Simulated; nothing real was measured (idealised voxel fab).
Process module, titled voxel trench capacitor
This is section cut - it's 290 nm across, gridded in 5 nm square cells.
Cross-section spec: square-cell grid; bands listed top down; each band is one or more rows.
For a band, the entry starts with two heights in nm, that of the top and then that of the bottom, and carries on with the band's materials in order from left to right, each alongside its width in nm; the word "everywhere" beside a single material means it fills the band edge to edge, and "blank" means empty space.
A quick word on heights: they are counted from 0, and under that level the wafer as it came to us is one material throughout. The lowest band is different from the rest in having no bottom; it simply continues downward, written as in "0 down".
The width entry "30..40" should be interpreted row by row: the top row of cells in the band takes the first number, the bottom row takes the second number, and the change between adjacent rows is uniform throughout.
"remained the same" for a step: no cell of the cross-section changed in that step.
Voids not open to the top, 8 cells minimum: see "Enclosed cavity list". Written width x height at distance; distance is from the left edge; nm.
Read whatever lies past the settings on a step's line as the simulator's own remark about the step.
When a step includes a mask, the "overlay nm" setting on its line states how far to the right of its planned place that mask lay, and negative values state how far to the left.

List of planned process steps
- 1: RECEIVE [material Si]
- 2: CONFORMAL_DEP [material SiN] [thk nm 10]
- 3: DIRECTIONAL_DEP [material aC] [thk nm 15]
- 4: PATTERN [tone open] [mask id TRENCH] [material resist] [width nm 25] [pitch nm 50] [thk nm 30] [overlay nm 0]
- 5: DIRECTIONAL_ETCH [etch materials aC] [depth nm 15]
- 6: STRIP [etch materials resist]
- 7: DIRECTIONAL_ETCH [etch materials SiN] [depth nm 10]
- 8: DIRECTIONAL_ETCH [etch materials Si] [depth nm 40]
- 9: STRIP [etch materials aC]
- 10: CONFORMAL_DEP [material HfO2] [thk nm 5]
- 11: CONFORMAL_DEP [material TiN] [thk nm 5]
- 12: FILL_DEP [material W] [thk nm 5]
- 13: CMP [height nm 10]

Cross-section of the incoming wafer, state after step 1
* 0 down | Si everywhere
* Enclosed cavity list: none

Module complete - cross-section of the first of two wafers, run according to plan
* 10 to 0 | SiN=55; HfO2=5; TiN=5; W=5; TiN=5; HfO2=5; SiN=25; HfO2=5; TiN=5; W=5; TiN=5; HfO2=5; SiN=25; HfO2=5; TiN=5; W=5; TiN=5; HfO2=5; SiN=25; HfO2=5; TiN=5; W=5; TiN=5; HfO2=5; SiN=60
* 0 to -30 | Si=55; HfO2=5; TiN=5; W=5; TiN=5; HfO2=5; Si=25; HfO2=5; TiN=5; W=5; TiN=5; HfO2=5; Si=25; HfO2=5; TiN=5; W=5; TiN=5; HfO2=5; Si=25; HfO2=5; TiN=5; W=5; TiN=5; HfO2=5; Si=60
* -30 to -35 | Si=55; HfO2=5; TiN=15; HfO2=5; Si=25; HfO2=5; TiN=15; HfO2=5; Si=25; HfO2=5; TiN=15; HfO2=5; Si=25; HfO2=5; TiN=15; HfO2=5; Si=60
* -35 to -40 | Si=55; HfO2=25; Si=25; HfO2=25; Si=25; HfO2=25; Si=25; HfO2=25; Si=60
* -40 down | Si everywhere
* Enclosed cavity list: none

Presented here is a cross-section of the second of the two wafers as it stood at the end of the module. It was started in the same manner and assigned the same plan as the first wafer; however, one mistake was made in its execution
* 25 to 20 | W everywhere
* 20 to 15 | TiN=65; W=5; TiN=45; W=5; TiN=45; W=5; TiN=45; W=5; TiN=70
* 15 to 10 | HfO2=60; TiN=5; W=5; TiN=5; HfO2=35; TiN=5; W=5; TiN=5; HfO2=35; TiN=5; W=5; TiN=5; HfO2=35; TiN=5; W=5; TiN=5; HfO2=65
* 10 to 0 | SiN=55; HfO2=5; TiN=5; W=5; TiN=5; HfO2=5; SiN=25; HfO2=5; TiN=5; W=5; TiN=5; HfO2=5; SiN=25; HfO2=5; TiN=5; W=5; TiN=5; HfO2=5; SiN=25; HfO2=5; TiN=5; W=5; TiN=5; HfO2=5; SiN=60
* 0 to -30 | Si=55; HfO2=5; TiN=5; W=5; TiN=5; HfO2=5; Si=25; HfO2=5; TiN=5; W=5; TiN=5; HfO2=5; Si=25; HfO2=5; TiN=5; W=5; TiN=5; HfO2=5; Si=25; HfO2=5; TiN=5; W=5; TiN=5; HfO2=5; Si=60
* -30 to -35 | Si=55; HfO2=5; TiN=15; HfO2=5; Si=25; HfO2=5; TiN=15; HfO2=5; Si=25; HfO2=5; TiN=15; HfO2=5; Si=25; HfO2=5; TiN=15; HfO2=5; Si=60
* -35 to -40 | Si=55; HfO2=25; Si=25; HfO2=25; Si=25; HfO2=25; Si=25; HfO2=25; Si=60
* -40 down | Si everywhere
* Enclosed cavity list: none
Heads up, the wafer didn't run the way we planned it: step 13 was left out
It is noted that, at the conclusion of processing, the second wafer exhibits a higher or lower cell count for certain materials relative to the first: 46 more of HfO2, 62 more of TiN, 66 more of W
